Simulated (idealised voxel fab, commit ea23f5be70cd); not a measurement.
Presented below is a process module, voxel transistor to metal.
Square cell edge 5 nm, section width 280 nm, ID cut.
Just so we're on the same page, the cross-sections are grids of square cells, and they're listed out in bands top to bottom, each band one or more rows deep. Band entry format. Leading values: height of top, height of bottom, nm. Remainder: materials in left-to-right order, each with its width in nm. Special words: "full width" on a single material, which then fills the band edge to edge; "empty", empty space. The reference from which all heights are counted is 0, the level beneath which the as-received wafer is entirely one material; the lowest band, having no lower bound, proceeds downward and is written after the example "top 0, no bottom". You'd read "30 to 40" like this: the band's top row of cells is as wide as the first number, its bottom row is as wide as the second, and going down, every row changes width by the same amount as the row before did. The cross-section has no changed cell in any step marked "changes: none". This entry, "Enclosed void listing", enumerates those empty regions of no fewer than 8 cells that possess no open connection to the top. Each region is reported in the form width x height at distance, the distance being taken from the left edge, with all three quantities expressed in nm. What comes after the settings on a step's line is commentary from the simulator itself on that step. For masked steps, "overlay nm" on the step line gives how far right of plan the mask actually lay; a minus sign means it lay to the left. If you're wondering how to read the rest of this, here's the deal. It's pairs of cross-sections: one from before a process step, one from after it. The after one is only drawn as far down as the lowest band that changed. Right under each pair you'll see which step sits between them and what its settings were. Don't read the pairs as one continuous story, though. They can come from different runs of this module on the same starting wafer, and a pair only carries on from the one above it where its entry headed "Prior state" says so.
[Prior state]
	top 55, bottom 50: TiN 25, then empty 10, then TiN 70, then empty 10, then TiN 50, then empty 10, then TiN 70, then empty 10, then TiN 25
	top 50, bottom 30: SiO2 20, then TiN 5, then empty 10, then TiN 5, then SiO2 60, then TiN 5, then empty 10, then TiN 5, then SiO2 40, then TiN 5, then empty 10, then TiN 5, then SiO2 60, then TiN 5, then empty 10, then TiN 5, then SiO2 20
	top 30, bottom 25: SiN 20, then TiN 20, then SiN 60, then TiN 20, then SiN 40, then TiN 20, then SiN 60, then TiN 20, then SiN 20
	top 25, bottom 10: SiO2 20, then TiN 5, then W 10, then TiN 5, then SiO2 60, then TiN 5, then W 10, then TiN 5, then SiO2 40, then TiN 5, then W 10, then TiN 5, then SiO2 60, then TiN 5, then W 10, then TiN 5, then SiO2 20
	top 10, bottom 0: SiO2 20, then TiN 5, then W 10, then TiN 5, then SiO2 5, then SiN 10, then HfO2 5, then TiN 5, then W 10, then TiN 5, then HfO2 5, then SiN 10, then SiO2 5, then TiN 5, then W 10, then TiN 5, then SiO2 40, then TiN 5, then W 10, then TiN 5, then SiO2 5, then SiN 10, then HfO2 5, then TiN 5, then W 10, then TiN 5, then HfO2 5, then SiN 10, then SiO2 5, then TiN 5, then W 10, then TiN 5, then SiO2 20
	top 0, bottom -5: SiO2 10, then SiN 10, then TiN 10, then W 5, then TiN 5, then SiO2 5, then SiN 10, then HfO2 5, then TiN 20, then HfO2 5, then SiN 10, then SiO2 5, then TiN 5, then W 5, then TiN 10, then SiN 10, then SiO2 20, then SiN 10, then TiN 10, then W 5, then TiN 5, then SiO2 5, then SiN 10, then HfO2 5, then TiN 20, then HfO2 5, then SiN 10, then SiO2 5, then TiN 5, then W 5, then TiN 10, then SiN 10, then SiO2 10
	top -5, bottom -10: SiO2 20, then pSi 5, then TiN 15, then pSi 5, then SiO2 5, then HfO2 40, then SiO2 5, then pSi 5, then TiN 15, then pSi 5, then SiO2 40, then pSi 5, then TiN 15, then pSi 5, then SiO2 5, then HfO2 40, then SiO2 5, then pSi 5, then TiN 15, then pSi 5, then SiO2 20
	top -10, bottom -15: SiO2 15, then Si 5, then pSi 25, then Si 50, then pSi 25, then Si 5, then SiO2 30, then Si 5, then pSi 25, then Si 50, then pSi 25, then Si 5, then SiO2 15
	top -15, bottom -30: SiO2 15, then Si 110, then SiO2 30, then Si 110, then SiO2 15
	top -30, no bottom: Si full width
	Enclosed void listing: none
[Sectional Result]
	top 60, bottom 55: Cu full width
	top 55, bottom 50: TiN 25, then Cu 10, then TiN 70, then Cu 10, then TiN 50, then Cu 10, then TiN 70, then Cu 10, then TiN 25
	top 50, bottom 30: SiO2 20, then TiN 5, then Cu 10, then TiN 5, then SiO2 60, then TiN 5, then Cu 10, then TiN 5, then SiO2 40, then TiN 5, then Cu 10, then TiN 5, then SiO2 60, then TiN 5, then Cu 10, then TiN 5, then SiO2 20
	Unchanged below 30.
	Enclosed void listing: none
the step between: FILL_DEP, material Cu, thk nm 5
Prior state: carried over from the after image of the pair right above.
[Sectional Result]
	top 50, bottom 30: SiO2 20, then TiN 5, then Cu 10, then TiN 5, then SiO2 60, then TiN 5, then Cu 10, then TiN 5, then SiO2 40, then TiN 5, then Cu 10, then TiN 5, then SiO2 60, then TiN 5, then Cu 10, then TiN 5, then SiO2 20
	Unchanged below 30.
	Enclosed void listing: none
the step between: CMP, height nm 50
Prior state: carried over from the after image of the pair right above.
[Sectional Result]
	top 55, bottom 50: empty 15, then Ru 30, then empty 50, then Ru 30, then empty 30, then Ru 30, then empty 50, then Ru 30, then empty 15
	Unchanged below 50.
	Enclosed void listing: none
the step between: EPI, material Ru, thk nm 5
Prior state: carried over from the after image of the pair right above.
[Sectional Result]
	top 60, bottom 55: SiCN full width
	top 55, bottom 50: SiCN 15, then Ru 30, then SiCN 50, then Ru 30, then SiCN 30, then Ru 30, then SiCN 50, then Ru 30, then SiCN 15
	Unchanged below 50.
	Enclosed void listing: none
the step between: FILL_DEP, material SiCN, thk nm 5
Prior state: carried over from the after image of the pair right above.
[Sectional Result]
	top 90, bottom 60: lowk full width
	Unchanged below 60.
	Enclosed void listing: none
the step between: DIRECTIONAL_DEP, material lowk, thk nm 30
Prior state: carried over from the after image of the pair right above.
[Sectional Result]
	top 90, bottom 60: lowk 20, then empty 15, then lowk 125, then empty 15, then lowk 105
	Unchanged below 60.
	Enclosed void listing: none
the step between: MASKED_ETCH, tone open, mask id METAL_2_HOLES, width nm 15, pitch nm 140, etch materials lowk, depth nm 30, overlay nm 0
Prior state: carried over from the after image of the pair right above.
[Sectional Result]
	top 105, bottom 90: resist 20, then empty 20, then resist 120, then empty 20, then resist 100
	Unchanged below 90.
	Enclosed void listing: none
the step between: PATTERN, tone open, mask id METAL_2, material resist, width nm 20, pitch nm 140, thk nm 15, overlay nm 0
Prior state: carried over from the after image of the pair right above.
[Sectional Result]
	top 105, bottom 90: resist 20, then empty 20, then resist 120, then empty 20, then resist 100
	top 90, bottom 75: lowk 20, then empty 20, then lowk 120, then empty 20, then lowk 100
	Unchanged below 75.
	Enclosed void listing: none
the step between: DIRECTIONAL_ETCH, etch materials lowk, depth nm 15
Prior state: carried over from the after image of the pair right above.
[Sectional Result]
	top 105, bottom 90: resist 20, then empty 20, then resist 120, then empty 20, then resist 100
	top 90, bottom 75: lowk 20, then empty 20, then lowk 120, then empty 20, then lowk 100
	top 75, bottom 60: lowk 20, then empty 15, then lowk 125, then empty 15, then lowk 105
	top 60, bottom 55: SiCN 20, then empty 15, then SiCN 125, then empty 15, then SiCN 105
	Unchanged below 55.
	Enclosed void listing: none
the step between: DIRECTIONAL_ETCH, etch materials SiCN, depth nm 5
Prior state: carried over from the after image of the pair right above.
[Sectional Result]
	top 90, bottom 75: lowk 20, then empty 20, then lowk 120, then empty 20, then lowk 100
	Unchanged below 75.
	Enclosed void listing: none
the step between: STRIP, etch materials resist
Prior state: carried over from the after image of the pair right above.
[Sectional Result]
	top 95, bottom 90: TiN 25, then empty 10, then TiN 130, then empty 10, then TiN 105
	top 90, bottom 80: lowk 20, then TiN 5, then empty 10, then TiN 5, then lowk 120, then TiN 5, then empty 10, then TiN 5, then lowk 100
	top 80, bottom 75: lowk 20, then TiN 5, then empty 5, then TiN 10, then lowk 120, then TiN 5, then empty 5, then TiN 10, then lowk 100
	top 75, bottom 60: lowk 20, then TiN 5, then empty 5, then TiN 5, then lowk 125, then TiN 5, then empty 5, then TiN 5, then lowk 105
	top 60, bottom 55: SiCN 20, then TiN 15, then SiCN 125, then TiN 15, then SiCN 105
	Unchanged below 55.
	Enclosed void listing: none
the step between: CONFORMAL_DEP, material TiN, thk nm 5
Prior state: carried over from the after image of the pair right above.
[Sectional Result]
	top 100, bottom 95: Cu full width
	top 95, bottom 90: TiN 25, then Cu 10, then TiN 130, then Cu 10, then TiN 105
	top 90, bottom 80: lowk 20, then TiN 5, then Cu 10, then TiN 5, then lowk 120, then TiN 5, then Cu 10, then TiN 5, then lowk 100
	top 80, bottom 75: lowk 20, then TiN 5, then Cu 5, then TiN 10, then lowk 120, then TiN 5, then Cu 5, then TiN 10, then lowk 100
	top 75, bottom 60: lowk 20, then TiN 5, then Cu 5, then TiN 5, then lowk 125, then TiN 5, then Cu 5, then TiN 5, then lowk 105
	Unchanged below 60.
	Enclosed void listing: none
the step between: FILL_DEP, material Cu, thk nm 5
Prior state: carried over from the after image of the pair right above.
[Sectional Result]
	top 90, bottom 80: lowk 20, then TiN 5, then Cu 10, then TiN 5, then lowk 120, then TiN 5, then Cu 10, then TiN 5, then lowk 100
	Unchanged below 80.
	Enclosed void listing: none
the step between: CMP, height nm 90
Prior state: carried over from the after image of the pair right above.
[Sectional Result]
	top 95, bottom 90: SiCN full width
	Unchanged below 90.
	Enclosed void listing: none
the step between: CONFORMAL_DEP, material SiCN, thk nm 5
[Prior state]
	top 55, bottom 50: empty 15, then Ru 30, then empty 50, then Ru 30, then empty 30, then Ru 30, then empty 50, then Ru 30, then empty 15
	top 50, bottom 30: SiO2 20, then TiN 5, then Cu 10, then TiN 5, then SiO2 60, then TiN 5, then Cu 10, then TiN 5, then SiO2 40, then TiN 5, then Cu 10, then TiN 5, then SiO2 60, then TiN 5, then Cu 10, then TiN 5, then SiO2 20
	top 30, bottom 25: SiN 20, then TiN 20, then SiN 60, then TiN 20, then SiN 40, then TiN 20, then SiN 60, then TiN 20, then SiN 20
	top 25, bottom 10: SiO2 20, then TiN 5, then W 10, then TiN 5, then SiO2 60, then TiN 5, then W 10, then TiN 5, then SiO2 40, then TiN 5, then W 10, then TiN 5, then SiO2 60, then TiN 5, then W 10, then TiN 5, then SiO2 20
	top 10, bottom 0: SiO2 20, then TiN 5, then W 10, then TiN 5, then SiO2 5, then SiN 10, then HfO2 5, then TiN 5, then W 10, then TiN 5, then HfO2 5, then SiN 10, then SiO2 5, then TiN 5, then W 10, then TiN 5, then SiO2 40, then TiN 5, then W 10, then TiN 5, then SiO2 5, then SiN 10, then HfO2 5, then TiN 5, then W 10, then TiN 5, then HfO2 5, then SiN 10, then SiO2 5, then TiN 5, then W 10, then TiN 5, then SiO2 20
	top 0, bottom -5: SiO2 10, then SiN 10, then TiN 10, then W 5, then TiN 5, then SiO2 5, then SiN 10, then HfO2 5, then TiN 20, then HfO2 5, then SiN 10, then SiO2 5, then TiN 5, then W 5, then TiN 10, then SiN 10, then SiO2 20, then SiN 10, then TiN 10, then W 5, then TiN 5, then SiO2 5, then SiN 10, then HfO2 5, then TiN 20, then HfO2 5, then SiN 10, then SiO2 5, then TiN 5, then W 5, then TiN 10, then SiN 10, then SiO2 10
	top -5, bottom -10: SiO2 20, then pSi 5, then TiN 15, then pSi 5, then SiO2 5, then HfO2 40, then SiO2 5, then pSi 5, then TiN 15, then pSi 5, then SiO2 40, then pSi 5, then TiN 15, then pSi 5, then SiO2 5, then HfO2 40, then SiO2 5, then pSi 5, then TiN 15, then pSi 5, then SiO2 20
	top -10, bottom -15: SiO2 15, then Si 5, then pSi 25, then Si 50, then pSi 25, then Si 5, then SiO2 30, then Si 5, then pSi 25, then Si 50, then pSi 25, then Si 5, then SiO2 15
	top -15, bottom -30: SiO2 15, then Si 110, then SiO2 30, then Si 110, then SiO2 15
	top -30, no bottom: Si full width
	Enclosed void listing: none
[Sectional Result]
	top 85, bottom 80: empty 15, then lowk 30, then empty 50, then lowk 30, then empty 30, then lowk 30, then empty 50, then lowk 30, then empty 15
	top 80, bottom 55: lowk full width
	top 55, bottom 50: lowk 15, then Ru 30, then lowk 50, then Ru 30, then lowk 30, then Ru 30, then lowk 50, then Ru 30, then lowk 15
	Unchanged below 50.
	Enclosed void listing: none
the step between: DIRECTIONAL_DEP, material lowk, thk nm 30
Prior state: carried over from the after image of the pair right above.
[Sectional Result]
	top 85, bottom 80: empty 15, then lowk 5, then empty 15, then lowk 10, then empty 50, then lowk 30, then empty 30, then lowk 5, then empty 15, then lowk 10, then empty 50, then lowk 30, then empty 15
	top 80, bottom 55: lowk 20, then empty 15, then lowk 125, then empty 15, then lowk 105
	Unchanged below 55.
	Enclosed void listing: none
the step between: MASKED_ETCH, tone open, mask id METAL_2_HOLES, width nm 15, pitch nm 140, etch materials lowk, depth nm 30, overlay nm 0
Prior state: carried over from the after image of the pair right above.
[Sectional Result]
	top 100, bottom 85: resist 20, then empty 20, then resist 120, then empty 20, then resist 100
	top 85, bottom 80: resist 15, then lowk 5, then empty 15, then lowk 10, then resist 50, then lowk 30, then resist 30, then lowk 5, then empty 15, then lowk 10, then resist 50, then lowk 30, then resist 15
	Unchanged below 80.
	Enclosed void listing: none
the step between: PATTERN, tone open, mask id METAL_2, material resist, width nm 20, pitch nm 140, thk nm 15, overlay nm 0
Prior state: carried over from the after image of the pair right above.
[Sectional Result]
	top 100, bottom 85: resist 20, then empty 20, then resist 120, then empty 20, then resist 100
	top 85, bottom 80: resist 15, then lowk 5, then empty 20, then lowk 5, then resist 50, then lowk 30, then resist 30, then lowk 5, then empty 20, then lowk 5, then resist 50, then lowk 30, then resist 15
	top 80, bottom 70: lowk 20, then empty 20, then lowk 120, then empty 20, then lowk 100
	Unchanged below 70.
	Enclosed void listing: none
the step between: DIRECTIONAL_ETCH, etch materials lowk, depth nm 15
Prior state: carried over from the after image of the pair right above.
[Sectional Result]
	top 85, bottom 80: empty 15, then lowk 5, then empty 20, then lowk 5, then empty 50, then lowk 30, then empty 30, then lowk 5, then empty 20, then lowk 5, then empty 50, then lowk 30, then empty 15
	Unchanged below 80.
	Enclosed void listing: none
the step between: STRIP, etch materials resist
Prior state: carried over from the after image of the pair right above.
[Sectional Result]
	top 90, bottom 85: empty 10, then TiN 15, then empty 10, then TiN 15, then empty 40, then TiN 40, then empty 20, then TiN 15, then empty 10, then TiN 15, then empty 40, then TiN 40, then empty 10
	top 85, bottom 80: TiN 15, then lowk 5, then TiN 5, then empty 10, then TiN 5, then lowk 5, then TiN 50, then lowk 30, then TiN 30, then lowk 5, then TiN 5, then empty 10, then TiN 5, then lowk 5, then TiN 50, then lowk 30, then TiN 15
	top 80, bottom 70: lowk 20, then TiN 5, then empty 10 to 5, then TiN 5 to 10, then lowk 120, then TiN 5, then empty 10 to 5, then TiN 5 to 10, then lowk 100
	top 70, bottom 60: lowk 20, then TiN 5, then empty 5, then TiN 5, then lowk 125, then TiN 5, then empty 5, then TiN 5, then lowk 105
	top 60, bottom 55: lowk 20, then TiN 15, then lowk 125, then TiN 15, then lowk 105
	Unchanged below 55.
	Enclosed void listing: none
the step between: CONFORMAL_DEP, material TiN, thk nm 5
Prior state: carried over from the after image of the pair right above.
[Sectional Result]
	top 95, bottom 90: Cu full width
	top 90, bottom 85: Cu 10, then TiN 15, then Cu 10, then TiN 15, then Cu 40, then TiN 40, then Cu 20, then TiN 15, then Cu 10, then TiN 15, then Cu 40, then TiN 40, then Cu 10
	top 85, bottom 80: TiN 15, then lowk 5, then TiN 5, then Cu 10, then TiN 5, then lowk 5, then TiN 50, then lowk 30, then TiN 30, then lowk 5, then TiN 5, then Cu 10, then TiN 5, then lowk 5, then TiN 50, then lowk 30, then TiN 15
	top 80, bottom 70: lowk 20, then TiN 5, then Cu 10 to 5, then TiN 5 to 10, then lowk 120, then TiN 5, then Cu 10 to 5, then TiN 5 to 10, then lowk 100
	top 70, bottom 60: lowk 20, then TiN 5, then Cu 5, then TiN 5, then lowk 125, then TiN 5, then Cu 5, then TiN 5, then lowk 105
	Unchanged below 60.
	Enclosed void listing: none
the step between: FILL_DEP, material Cu, thk nm 5
Prior state: carried over from the after image of the pair right above.
[Sectional Result]
	top 90, bottom 85: Cu 10, then TiN 15, then Cu 10, then TiN 15, then Cu 40, then TiN 40, then Cu 20, then TiN 15, then Cu 10, then TiN 15, then Cu 40, then TiN 40, then Cu 10
	Unchanged below 85.
	Enclosed void listing: none
the step between: CMP, height nm 90
Prior state: carried over from the after image of the pair right above.
[Sectional Result]
	top 95, bottom 90: SiCN full width
	Unchanged below 90.
	Enclosed void listing: none
the step between: CONFORMAL_DEP, material SiCN, thk nm 5
[Prior state]
	top 10, bottom 0: empty 15, then SiN 110, then empty 30, then SiN 110, then empty 15
	top 0, bottom -5: empty 15, then SiO2 110, then empty 30, then SiO2 110, then empty 15
	top -5, bottom -30: empty 15, then Si 110, then empty 30, then Si 110, then empty 15
	top -30, no bottom: Si full width
	Enclosed void listing: none
[Sectional Result]
	top 10, bottom 0: empty 15, then SiN 110, then empty 30, then SiN 110, then empty 15
	top 0, bottom -5: empty 15, then SiO2 110, then empty 30, then SiO2 110, then empty 15
	top -5, bottom -55: empty 15, then Si 110, then empty 30, then Si 110, then empty 15
	Unchanged below -55.
	Enclosed void listing: none
the step between: MASKED_ETCH, tone cover, mask id ACTIVE, width nm 110, pitch nm 140, etch materials Si, depth nm 25, overlay nm 0
Prior state: carried over from the after image of the pair right above.
[Sectional Result]
	top 25, bottom 10: SiO2 full width
	top 10, bottom 0: SiO2 15, then SiN 110, then SiO2 30, then SiN 110, then SiO2 15
	top 0, bottom -5: SiO2 full width
	top -5, bottom -55: SiO2 15, then Si 110, then SiO2 30, then Si 110, then SiO2 15
	Unchanged below -55.
	Enclosed void listing: none
the step between: FILL_DEP, material SiO2, thk nm 15
Prior state: carried over from the after image of the pair right above.
[Sectional Result]
	top 10, bottom 0: SiO2 15, then SiN 110, then SiO2 30, then SiN 110, then SiO2 15
	Unchanged below 0.
	Enclosed void listing: none
the step between: CMP, height nm 10
Prior state: carried over from the after image of the pair right above.
[Sectional Result]
	top 10, bottom 5: empty 15, then SiN 110, then empty 30, then SiN 110, then empty 15
	Unchanged below 5.
	Enclosed void listing: none
the step between: SELECTIVE_ETCH, etch materials SiO2, depth nm 5
Prior state: carried over from the after image of the pair right above.
[Sectional Result]
	top 5, bottom 0: SiO2 15, then empty 110, then SiO2 30, then empty 110, then SiO2 15
	Unchanged below 0.
	Enclosed void listing: none
the step between: STRIP, etch materials SiN
Prior state: carried over from the after image of the pair right above.
[Sectional Result]
	top 0, bottom -5: SiO2 10, then empty 120, then SiO2 20, then empty 120, then SiO2 10
	Unchanged below -5.
	Enclosed void listing: none
the step between: SELECTIVE_ETCH, etch materials SiO2, depth nm 5
Prior state: carried over from the after image of the pair right above.
[Sectional Result]
	top 0, bottom -5: SiO2 10, then empty 120, then SiO2 20, then empty 120, then SiO2 10
	top -5, bottom -10: SiO2 full width
	Unchanged below -10.
	Enclosed void listing: none
the step between: OXIDIZE, depth nm 5
Prior state: carried over from the after image of the pair right above.
[Sectional Result]
	top 20, bottom 15: polySi 10, then empty 120, then polySi 20, then empty 120, then polySi 10
	top 15, bottom 0: polySi full width
	top 0, bottom -5: SiO2 10, then polySi 120, then SiO2 20, then polySi 120, then SiO2 10
	Unchanged below -5.
	Enclosed void listing: none
the step between: DIRECTIONAL_DEP, material polySi, thk nm 20
Prior state: carried over from the after image of the pair right above.
[Sectional Result]
	top 35, bottom 30: SiCN 10, then empty 120, then SiCN 20, then empty 120, then SiCN 10
	top 30, bottom 20: SiCN full width
	top 20, bottom 15: polySi 10, then SiCN 120, then polySi 20, then SiCN 120, then polySi 10
	Unchanged below 15.
	Enclosed void listing: none
the step between: DIRECTIONAL_DEP, material SiCN, thk nm 15
Prior state: carried over from the after image of the pair right above.
[Sectional Result]
	top 45, bottom 40: aC 10, then empty 120, then aC 20, then empty 120, then aC 10
	top 40, bottom 35: aC full width
	top 35, bottom 30: SiCN 10, then aC 120, then SiCN 20, then aC 120, then SiCN 10
	Unchanged below 30.
	Enclosed void listing: none
the step between: DIRECTIONAL_DEP, material aC, thk nm 10
Prior state: carried over from the after image of the pair right above.
[Sectional Result]
	top 75, bottom 45: empty 55, then resist 30, then empty 110, then resist 30, then empty 55
	top 45, bottom 40: aC 10, then empty 45, then resist 30, then empty 45, then aC 20, then empty 45, then resist 30, then empty 45, then aC 10
	Unchanged below 40.
	Enclosed void listing: none
the step between: PATTERN, tone cover, mask id GATE, material resist, width nm 30, pitch nm 140, thk nm 30, overlay nm 0
Prior state: carried over from the after image of the pair right above.
[Sectional Result]
	top 65, bottom 40: empty 55, then resist 30, then empty 110, then resist 30, then empty 55
	top 40, bottom 35: empty 55, then aC 30, then empty 110, then aC 30, then empty 55
	top 35, bottom 30: SiCN 10, then empty 45, then aC 30, then empty 45, then SiCN 20, then empty 45, then aC 30, then empty 45, then SiCN 10
	Unchanged below 30.
	Enclosed void listing: none
the step between: DIRECTIONAL_ETCH, etch materials aC, depth nm 10
Prior state: carried over from the after image of the pair right above.
[Sectional Result]
	top 40, bottom 35: empty 55, then aC 30, then empty 110, then aC 30, then empty 55
	Unchanged below 35.
	Enclosed void listing: none
the step between: STRIP, etch materials resist
Prior state: carried over from the after image of the pair right above.
[Sectional Result]
	top 40, bottom 30: empty 55, then aC 30, then empty 110, then aC 30, then empty 55
	top 30, bottom 20: empty 55, then SiCN 30, then empty 110, then SiCN 30, then empty 55
	top 20, bottom 15: polySi 10, then empty 45, then SiCN 30, then empty 45, then polySi 20, then empty 45, then SiCN 30, then empty 45, then polySi 10
	Unchanged below 15.
	Enclosed void listing: none
the step between: DIRECTIONAL_ETCH, etch materials SiCN, depth nm 25
Prior state: carried over from the after image of the pair right above.
[Sectional Result]
	top 40, bottom 30: empty 55, then aC 30, then empty 110, then aC 30, then empty 55
	top 30, bottom 15: empty 55, then SiCN 30, then empty 110, then SiCN 30, then empty 55
	top 15, bottom 0: empty 55, then polySi 30, then empty 110, then polySi 30, then empty 55
	top 0, bottom -5: SiO2 10, then empty 45, then polySi 30, then empty 45, then SiO2 20, then empty 45, then polySi 30, then empty 45, then SiO2 10
	Unchanged below -5.
	Enclosed void listing: none
the step between: DIRECTIONAL_ETCH, etch materials polySi, depth nm 30
Prior state: carried over from the after image of the pair right above.
[Sectional Result]
	top 30, bottom 15: empty 55, then SiCN 30, then empty 110, then SiCN 30, then empty 55
	Unchanged below 15.
	Enclosed void listing: none
the step between: STRIP, etch materials aC
Prior state: carried over from the after image of the pair right above.
[Sectional Result]
	top 40, bottom 30: empty 45, then SiN 50, then empty 90, then SiN 50, then empty 45
	top 30, bottom 15: empty 45, then SiN 10, then SiCN 30, then SiN 10, then empty 90, then SiN 10, then SiCN 30, then SiN 10, then empty 45
	top 15, bottom 10: empty 45, then SiN 10, then polySi 30, then SiN 10, then empty 90, then SiN 10, then polySi 30, then SiN 10, then empty 45
	top 10, bottom 5: SiN 20, then empty 25, then SiN 10, then polySi 30, then SiN 10, then empty 25, then SiN 40, then empty 25, then SiN 10, then polySi 30, then SiN 10, then empty 25, then SiN 20
	top 5, bottom 0: SiN 55, then polySi 30, then SiN 110, then polySi 30, then SiN 55
	top 0, bottom -5: SiO2 10, then SiN 45, then polySi 30, then SiN 45, then SiO2 20, then SiN 45, then polySi 30, then SiN 45, then SiO2 10
	Unchanged below -5.
	Enclosed void listing: none
the step between: CONFORMAL_DEP, material SiN, thk nm 10
Prior state: carried over from the after image of the pair right above.
[Sectional Result]
	top 30, bottom 15: empty 45, then SiN 10, then SiCN 30, then SiN 10, then empty 90, then SiN 10, then SiCN 30, then SiN 10, then empty 45
	top 15, bottom 0: empty 45, then SiN 10, then polySi 30, then SiN 10, then empty 90, then SiN 10, then polySi 30, then SiN 10, then empty 45
	top 0, bottom -5: SiO2 10, then SiN 10, then empty 25, then SiN 10, then polySi 30, then SiN 10, then empty 25, then SiN 10, then SiO2 20, then SiN 10, then empty 25, then SiN 10, then polySi 30, then SiN 10, then empty 25, then SiN 10, then SiO2 10
	Unchanged below -5.
	Enclosed void listing: none
the step between: DIRECTIONAL_ETCH, etch materials SiN, depth nm 10
Prior state: carried over from the after image of the pair right above.
[Sectional Result]
	top 30, bottom 15: empty 45, then SiN 10, then SiCN 30, then SiN 10, then empty 90, then SiN 10, then SiCN 30, then SiN 10, then empty 45
	top 15, bottom 0: empty 45, then SiN 10, then polySi 30, then SiN 10, then empty 90, then SiN 10, then polySi 30, then SiN 10, then empty 45
	top 0, bottom -5: empty 10, then SiN 10, then empty 25, then SiN 10, then polySi 30, then SiN 10, then empty 25, then SiN 10, then empty 20, then SiN 10, then empty 25, then SiN 10, then polySi 30, then SiN 10, then empty 25, then SiN 10, then empty 10
	top -5, bottom -10: SiO2 20, then empty 25, then SiO2 50, then empty 25, then SiO2 40, then empty 25, then SiO2 50, then empty 25, then SiO2 20
	Unchanged below -10.
	Enclosed void listing: none
the step between: DIRECTIONAL_ETCH, etch materials SiO2, depth nm 5
Prior state: carried over from the after image of the pair right above.
[Sectional Result]
	top 30, bottom 15: empty 45, then SiN 10, then SiCN 30, then SiN 10, then empty 90, then SiN 10, then SiCN 30, then SiN 10, then empty 45
	top 15, bottom 0: empty 45, then SiN 10, then polySi 30, then SiN 10, then empty 90, then SiN 10, then polySi 30, then SiN 10, then empty 45
	top 0, bottom -5: empty 10, then SiN 10, then empty 25, then SiN 10, then polySi 30, then SiN 10, then empty 25, then SiN 10, then empty 20, then SiN 10, then empty 25, then SiN 10, then polySi 30, then SiN 10, then empty 25, then SiN 10, then empty 10
	top -5, bottom -10: SiO2 20, then empty 25, then SiO2 50, then empty 25, then SiO2 40, then empty 25, then SiO2 50, then empty 25, then SiO2 20
	top -10, bottom -15: SiO2 15, then Si 5, then empty 25, then Si 50, then empty 25, then Si 5, then SiO2 30, then Si 5, then empty 25, then Si 50, then empty 25, then Si 5, then SiO2 15
	Unchanged below -15.
	Enclosed void listing: none
the step between: DIRECTIONAL_ETCH, etch materials Si, depth nm 5
Prior state: carried over from the after image of the pair right above.
[Sectional Result]
	top 30, bottom 15: empty 45, then SiN 10, then SiCN 30, then SiN 10, then empty 90, then SiN 10, then SiCN 30, then SiN 10, then empty 45
	top 15, bottom 0: empty 45, then SiN 10, then polySi 30, then SiN 10, then empty 90, then SiN 10, then polySi 30, then SiN 10, then empty 45
	top 0, bottom -5: empty 10, then SiN 10, then empty 25, then SiN 10, then polySi 30, then SiN 10, then empty 25, then SiN 10, then empty 20, then SiN 10, then empty 25, then SiN 10, then polySi 30, then SiN 10, then empty 25, then SiN 10, then empty 10
	top -5, bottom -10: SiO2 20, then pSi 5, then empty 15, then pSi 5, then SiO2 50, then pSi 5, then empty 15, then pSi 5, then SiO2 40, then pSi 5, then empty 15, then pSi 5, then SiO2 50, then pSi 5, then empty 15, then pSi 5, then SiO2 20
	top -10, bottom -15: SiO2 15, then Si 5, then pSi 25, then Si 50, then pSi 25, then Si 5, then SiO2 30, then Si 5, then pSi 25, then Si 50, then pSi 25, then Si 5, then SiO2 15
	Unchanged below -15.
	Enclosed void listing: none
the step between: EPI, material pSi, thk nm 5
Prior state: carried over from the after image of the pair right above.
[Sectional Result]
	top 35, bottom 30: SiO2 full width
	top 30, bottom 15: SiO2 45, then SiN 10, then SiCN 30, then SiN 10, then SiO2 90, then SiN 10, then SiCN 30, then SiN 10, then SiO2 45
	top 15, bottom 0: SiO2 45, then SiN 10, then polySi 30, then SiN 10, then SiO2 90, then SiN 10, then polySi 30, then SiN 10, then SiO2 45
	top 0, bottom -5: SiO2 10, then SiN 10, then SiO2 25, then SiN 10, then polySi 30, then SiN 10, then SiO2 25, then SiN 10, then SiO2 20, then SiN 10, then SiO2 25, then SiN 10, then polySi 30, then SiN 10, then SiO2 25, then SiN 10, then SiO2 10
	top -5, bottom -10: SiO2 20, then pSi 5, then SiO2 15, then pSi 5, then SiO2 50, then pSi 5, then SiO2 15, then pSi 5, then SiO2 40, then pSi 5, then SiO2 15, then pSi 5, then SiO2 50, then pSi 5, then SiO2 15, then pSi 5, then SiO2 20
	Unchanged below -10.
	Enclosed void listing: none
the step between: FILL_DEP, material SiO2, thk nm 5
Prior state: carried over from the after image of the pair right above.
[Sectional Result]
	top 15, bottom 0: SiO2 45, then SiN 10, then polySi 30, then SiN 10, then SiO2 90, then SiN 10, then polySi 30, then SiN 10, then SiO2 45
	Unchanged below 0.
	Enclosed void listing: none
the step between: CMP, height nm 15
Prior state: carried over from the after image of the pair right above.
[Sectional Result]
	top 15, bottom 0: SiO2 45, then SiN 10, then empty 30, then SiN 10, then SiO2 90, then SiN 10, then empty 30, then SiN 10, then SiO2 45
	top 0, bottom -5: SiO2 10, then SiN 10, then SiO2 25, then SiN 10, then empty 30, then SiN 10, then SiO2 25, then SiN 10, then SiO2 20, then SiN 10, then SiO2 25, then SiN 10, then empty 30, then SiN 10, then SiO2 25, then SiN 10, then SiO2 10
	Unchanged below -5.
	Enclosed void listing: none
the step between: STRIP, etch materials polySi
Prior state: carried over from the after image of the pair right above.
[Sectional Result]
	top 15, bottom 10: empty 45, then SiN 10, then empty 30, then SiN 10, then empty 90, then SiN 10, then empty 30, then SiN 10, then empty 45
	top 10, bottom 0: SiO2 45, then SiN 10, then empty 30, then SiN 10, then SiO2 90, then SiN 10, then empty 30, then SiN 10, then SiO2 45
	top 0, bottom -5: SiO2 10, then SiN 10, then SiO2 25, then SiN 10, then empty 30, then SiN 10, then SiO2 25, then SiN 10, then SiO2 20, then SiN 10, then SiO2 25, then SiN 10, then empty 30, then SiN 10, then SiO2 25, then SiN 10, then SiO2 10
	top -5, bottom -10: SiO2 20, then pSi 5, then SiO2 15, then pSi 5, then SiO2 5, then empty 40, then SiO2 5, then pSi 5, then SiO2 15, then pSi 5, then SiO2 40, then pSi 5, then SiO2 15, then pSi 5, then SiO2 5, then empty 40, then SiO2 5, then pSi 5, then SiO2 15, then pSi 5, then SiO2 20
	Unchanged below -10.
	Enclosed void listing: none
the step between: SELECTIVE_ETCH, etch materials SiO2, depth nm 5
